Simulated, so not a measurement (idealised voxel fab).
Process module in this document: voxel quadruple lines
Each square cell in cross-section cut measures 5 nm, and the section as a whole is 265 nm wide.
Cross-sections here: square-cell grids, written as top-down lists of bands, a band being one or more rows of cells.
Band entry format. Leading values: height of top, height of bottom, nm. Remainder: materials in left-to-right order, each with its width in nm. Special words: "full width" on a single material, which then fills the band edge to edge; "blank", empty space.
Height datum 0, below which the as-received substrate wafer is one material. Lowest band open at the bottom, running downward: "0 nm and below".
The notation "30..40" denotes a width that varies across the rows of cells in the band, beginning at the first number in the top row, finishing at the second number in the bottom row, and changing by an identical amount from each row to the next.
"nothing was modified" means the step left every cell of the cross-section as it was.
Entry "Closed internal cavities" = empty spaces >= 8 cells with no open way to the top; each as width x height at distance, distance from left edge, all nm.
Note: text after step settings on the step line = simulator remark on that step.
The setting "overlay nm" may be written on the line of a step. When the step uses a mask, the value reports how far to the right of the planned place the mask lay, and a negative value reports that it lay to the left.
# Listed below are the process steps as planned
| 1 | RECEIVE, material Si |
| 2 | CONFORMAL_DEP, material SiO2, thk nm 5 |
| 3 | DIRECTIONAL_DEP, material TiN, thk nm 10 |
| 4 | DIRECTIONAL_DEP, material polySi, thk nm 15 |
| 5 | DIRECTIONAL_DEP, material aC, thk nm 25 |
| 6 | PATTERN, tone cover, mask id MANDREL, material resist, width nm 25, pitch nm 80, thk nm 30, overlay nm 0 |
| 7 | DIRECTIONAL_ETCH, etch materials aC, depth nm 25 |
| 8 | STRIP, etch materials resist |
| 9 | CONFORMAL_DEP, material SiO2, thk nm 15 |
| 10 | DIRECTIONAL_ETCH, etch materials SiO2, depth nm 15 |
| 11 | STRIP, etch materials aC |
| 12 | DIRECTIONAL_ETCH, etch materials polySi, depth nm 15 |
| 13 | STRIP, etch materials SiO2 |
| 14 | CONFORMAL_DEP, material SiCN, thk nm 5 |
| 15 | DIRECTIONAL_ETCH, etch materials SiCN, depth nm 5 |
| 16 | STRIP, etch materials polySi |
| 17 | DIRECTIONAL_ETCH, etch materials TiN, depth nm 10 |
| 18 | STRIP, etch materials SiCN |
# This is the cross-section of the wafer as we received it, i.e. after step 1
    0 nm and below: Si full width
    Closed internal cavities: none
# End-of-module cross-section. Starting structure and process plan as above; one mistake made in running it
    35 nm to 30 nm: blank 60; SiO2 25; blank 15; SiO2 25; blank 15; SiO2 25; blank 15; SiO2 25; blank 60
    30 nm to 20 nm: blank 60; SiO2 5; polySi 15; SiO2 5; blank 15; SiO2 5; polySi 15; SiO2 5; blank 15; SiO2 5; polySi 15; SiO2 5; blank 15; SiO2 5; polySi 15; SiO2 5; blank 60
    20 nm to 15 nm: SiO2 65; polySi 15; SiO2 25; polySi 15; SiO2 25; polySi 15; SiO2 25; polySi 15; SiO2 65
    15 nm to 5 nm: TiN full width
    5 nm to 0 nm: SiO2 full width
    0 nm and below: Si full width
    Closed internal cavities: none
Which mistake was made when the wafer was run? for step 14, the planned setting was not used; the step was instead run as CONFORMAL_DEP, material SiO2, thk nm 5
